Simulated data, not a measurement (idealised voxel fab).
process module | voxel capacitor over wiring
cross-section cut | 155 nm wide | cells 5 nm
A cross-section is a grid of square cells, given in bands from the top down. A band is one or more rows of cells.
Each band's line starts with the height of the band's top and of its bottom, in nm. Then come its materials from left to right, each with its width in nm. One material with "throughout" fills the band from edge to edge. "air" is empty space.
Height 0 is the level under which the wafer as received is all one material. The lowest band goes on downwards, as in "0 down".
A width such as "30 to 40" changes by the same amount from each row of cells to the next, from the band's top row to its bottom row.
"no change" after a step means that no cell of the cross-section changed.
closed voids: empty space of 8 cells or more with no open way to the top, each as width x height at its distance from the left edge, in nm
after a step's settings: what the simulator itself notes on the step
overlay nm, on a step with a mask: how far to the right of its planned place the mask lay; to the left if negative
plan
1 op RECEIVE | material Si
2 op CONFORMAL_DEP | material SiO2 | thk nm 15
3 op DIRECTIONAL_DEP | material TiN | thk nm 5
4 op DIRECTIONAL_DEP | material W | thk nm 15
5 op DIRECTIONAL_DEP | material aC | thk nm 10
6 op PATTERN | tone cover | mask id METAL_1 | material resist | width nm 20 | pitch nm 75 | thk nm 25 | overlay nm 0
7 op DIRECTIONAL_ETCH | etch materials aC | depth nm 10
8 op STRIP | etch materials resist
9 op DIRECTIONAL_ETCH | etch materials W | depth nm 15
10 op DIRECTIONAL_ETCH | etch materials TiN | depth nm 5
11 op STRIP | etch materials aC
12 op FILL_DEP | material SiO2 | thk nm 10
13 op CMP | height nm 35
14 op CONFORMAL_DEP | material SiCN | thk nm 5
15 op DIRECTIONAL_DEP | material lowk | thk nm 20
16 op PATTERN | tone open | mask id PLUG_1 | material resist | width nm 15 | thk nm 15 | overlay nm 0
17 op DIRECTIONAL_ETCH | etch materials lowk | depth nm 20
18 op DIRECTIONAL_ETCH | etch materials SiCN | depth nm 5
19 op STRIP | etch materials resist
20 op EPI | material Ru | thk nm 10
21 op EPI | material Ru | thk nm 10
22 op EPI | material Ru | thk nm 5
23 op DIRECTIONAL_DEP | material TiN | thk nm 10
24 op DIRECTIONAL_DEP | material SiN | thk nm 5
25 op DIRECTIONAL_DEP | material TiN | thk nm 10
26 op MASKED_ETCH | tone cover | mask id UPPER_PLATE | width nm 60 | etch materials TiN | depth nm 10 | overlay nm 0
27 op MASKED_ETCH | tone cover | mask id UPPER_PLATE | width nm 60 | etch materials SiN | depth nm 5 | overlay nm 0
28 op MASKED_ETCH | tone cover | mask id LOWER_PLATE | width nm 70 | etch materials TiN | depth nm 10 | overlay nm -15
29 op FILL_DEP | material SiO2 | thk nm 15
30 op CMP | height nm 95
31 op MASKED_ETCH | tone open | mask id PLUG_2 | width nm 15 | etch materials SiO2 | depth nm 10 | overlay nm 0
32 op CONFORMAL_DEP | material TiN | thk nm 5
33 op FILL_DEP | material Ru | thk nm 5
34 op CMP | height nm 95
35 op CONFORMAL_DEP | material SiN | thk nm 5
varied across the wafers: overlay nm of step 28. The plan shows the first wafer's value. All wafers start alike
first wafer as received, after step 1
  0 down: Si throughout
  closed voids: none
first wafer at the end, after step 35
  100 to 95: SiN throughout
  95 to 90: SiO2 45 | TiN 5 | Ru 5 | TiN 5 | SiO2 95
  90 to 85: SiO2 45 | TiN 15 | SiO2 95
  85 to 75: SiO2 35 | TiN 50 | SiO2 70
  75 to 70: SiO2 35 | SiN 60 | SiO2 60
  70 to 60: SiO2 15 | TiN 80 | SiO2 60
  60 to 40: lowk 35 | Ru 15 | lowk 105
  40 to 35: SiCN 35 | Ru 15 | SiCN 105
  35 to 20: SiO2 30 | W 20 | SiO2 55 | W 20 | SiO2 30
  20 to 15: SiO2 30 | TiN 20 | SiO2 55 | TiN 20 | SiO2 30
  15 to 0: SiO2 throughout
  0 down: Si throughout
  closed voids: none
last wafer at the end
  100 to 95: SiN throughout
  95 to 90: SiO2 45 | TiN 5 | Ru 5 | TiN 5 | SiO2 95
  90 to 85: SiO2 45 | TiN 15 | SiO2 95
  85 to 75: SiO2 45 | TiN 50 | SiO2 60
  75 to 70: SiO2 35 | SiN 60 | SiO2 60
  70 to 60: SiO2 35 | TiN 80 | SiO2 40
  60 to 40: lowk 35 | Ru 15 | lowk 105
  40 to 35: SiCN 35 | Ru 15 | SiCN 105
  35 to 20: SiO2 30 | W 20 | SiO2 55 | W 20 | SiO2 30
  20 to 15: SiO2 30 | TiN 20 | SiO2 55 | TiN 20 | SiO2 30
  15 to 0: SiO2 throughout
  0 down: Si throughout
  closed voids: none
each wafer at the end: cells of each material gained (+) or lost (-) since it was received, then its closed voids
overlay nm -15 | +16 Ru | +28 SiCN | +43 SiN | +332 SiO2 | +65 TiN | +24 W | +112 lowk | closed voids: none
overlay nm -10 | +16 Ru | +28 SiCN | +43 SiN | +332 SiO2 | +65 TiN | +24 W | +112 lowk | closed voids: none
overlay nm -5 | +16 Ru | +28 SiCN | +43 SiN | +332 SiO2 | +65 TiN | +24 W | +112 lowk | closed voids: none
overlay nm 0 | +16 Ru | +28 SiCN | +43 SiN | +332 SiO2 | +65 TiN | +24 W | +112 lowk | closed voids: none
overlay nm 5 | +16 Ru | +28 SiCN | +43 SiN | +332 SiO2 | +65 TiN | +24 W | +112 lowk | closed voids: none
overlay nm 10 | +16 Ru | +28 SiCN | +43 SiN | +332 SiO2 | +65 TiN | +24 W | +112 lowk | closed voids: none
overlay nm 15 | +16 Ru | +28 SiCN | +43 SiN | +332 SiO2 | +65 TiN | +24 W | +112 lowk | closed voids: none
